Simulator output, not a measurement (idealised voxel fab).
The document below concerns the process module designated voxel capacitor over wiring.
Each square cell in cross-section cut measures 5 nm, and the section as a whole is 300 nm wide.
A cross-section is written here as square cells arranged in a grid, and it is given in bands from the top down, each band taking up one or more rows of cells. What a band's entry tells you: where the top is and where the bottom is, as heights in nm, and after that what lies inside, material by material from left to right, each with its width in nm. Empty space is written as the word "empty", and a single material marked with the word "everywhere" occupies the band from edge to edge. Heights are reckoned from 0. Under this level, the received wafer is all of one material. The bottommost band is open-ended downward, for example "0..down". Width: "30 to 40" (first number = top row, second number = bottom row, same change from row to row of cells). Reading "identical to before" for a step: not a cell of the cross-section changed in it. Trapped voids: empty space of 8 cells or more with no open way to the top, each as width x height at its distance from the left edge, in nm. Anything after a step's settings on that line? It's the simulator's own note about the step. The setting "overlay nm" may be written on the line of a step. When the step uses a mask, the value reports how far to the right of the planned place the mask lay, and a negative value reports that it lay to the left.

Process steps foreseen in the plan:
step 1: RECEIVE,material Si
step 2: CONFORMAL_DEP,material SiO2,thk nm 10
step 3: CONFORMAL_DEP,material SiN,thk nm 5
step 4: DIRECTIONAL_DEP,material SiO2,thk nm 20
step 5: DIRECTIONAL_DEP,material aC,thk nm 10
step 6: PATTERN,tone open,mask id METAL_1,material resist,width nm 20,pitch nm 75,thk nm 30,overlay nm 0
step 7: DIRECTIONAL_ETCH,etch materials aC,depth nm 10
step 8: STRIP,etch materials resist
step 9: DIRECTIONAL_ETCH,etch materials SiO2,depth nm 20
step 10: DIRECTIONAL_ETCH,etch materials SiN,depth nm 5
step 11: STRIP,etch materials aC
step 12: CONFORMAL_DEP,material TiN,thk nm 5
step 13: FILL_DEP,material Cu,thk nm 10
step 14: CMP,height nm 35
step 15: CONFORMAL_DEP,material SiCN,thk nm 5
step 16: DIRECTIONAL_DEP,material lowk,thk nm 10
step 17: DIRECTIONAL_DEP,material aC,thk nm 10
step 18: PATTERN,tone open,mask id PLUG_1,material resist,width nm 15,thk nm 30,overlay nm 0
step 19: DIRECTIONAL_ETCH,etch materials aC,depth nm 10
step 20: STRIP,etch materials resist
step 21: DIRECTIONAL_ETCH,etch materials lowk,depth nm 10
step 22: DIRECTIONAL_ETCH,etch materials SiCN,depth nm 5
step 23: STRIP,etch materials aC
step 24: CONFORMAL_DEP,material TiN,thk nm 5
step 25: FILL_DEP,material W,thk nm 10
step 26: CMP,height nm 50
step 27: DIRECTIONAL_DEP,material TiN,thk nm 10
step 28: DIRECTIONAL_DEP,material Al2O3,thk nm 5
step 29: DIRECTIONAL_DEP,material TiN,thk nm 10
step 30: MASKED_ETCH,tone cover,mask id UPPER_PLATE,width nm 60,etch materials TiN,depth nm 10,overlay nm 0
step 31: MASKED_ETCH,tone cover,mask id UPPER_PLATE,width nm 60,etch materials Al2O3,depth nm 5,overlay nm 0
step 32: MASKED_ETCH,tone cover,mask id LOWER_PLATE,width nm 70,etch materials TiN,depth nm 10,overlay nm 0
step 33: FILL_DEP,material SiO2,thk nm 15
step 34: CMP,height nm 85
step 35: MASKED_ETCH,tone open,mask id PLUG_2,width nm 15,etch materials SiO2,depth nm 10,overlay nm 0
step 36: CONFORMAL_DEP,material TiN,thk nm 5
step 37: FILL_DEP,material Cu,thk nm 10
step 38: CMP,height nm 85
step 39: CONFORMAL_DEP,material SiN,thk nm 5

Wafer as received: cross-section following step 1:
* 0..down: Si everywhere
* Trapped voids: none

End state of the module in cross-section, given the above starting point and plan and one mistake in execution:
* 90..85: SiN everywhere
* 85..80: SiO2=105 | TiN=60 | SiO2=135
* 80..75: SiO2=105 | Al2O3=60 | SiO2=135
* 75..65: SiO2=100 | TiN=70 | SiO2=130
* 65..55: W everywhere
* 55..50: TiN=110 | W=5 | TiN=185
* 50..40: lowk=105 | TiN=5 | W=5 | TiN=5 | lowk=180
* 40..35: SiCN=105 | TiN=15 | SiCN=180
* 35..15: SiO2=100 | TiN=5 | Cu=10 | TiN=5 | SiO2=55 | TiN=5 | Cu=10 | TiN=5 | SiO2=105
* 15..10: SiN=100 | TiN=20 | SiN=55 | TiN=20 | SiN=105
* 10..0: SiO2 everywhere
* 0..down: Si everywhere
* Trapped voids: none
Nonconformance to the process plan: heads up, step 26 of the plan was skipped and never actually ran
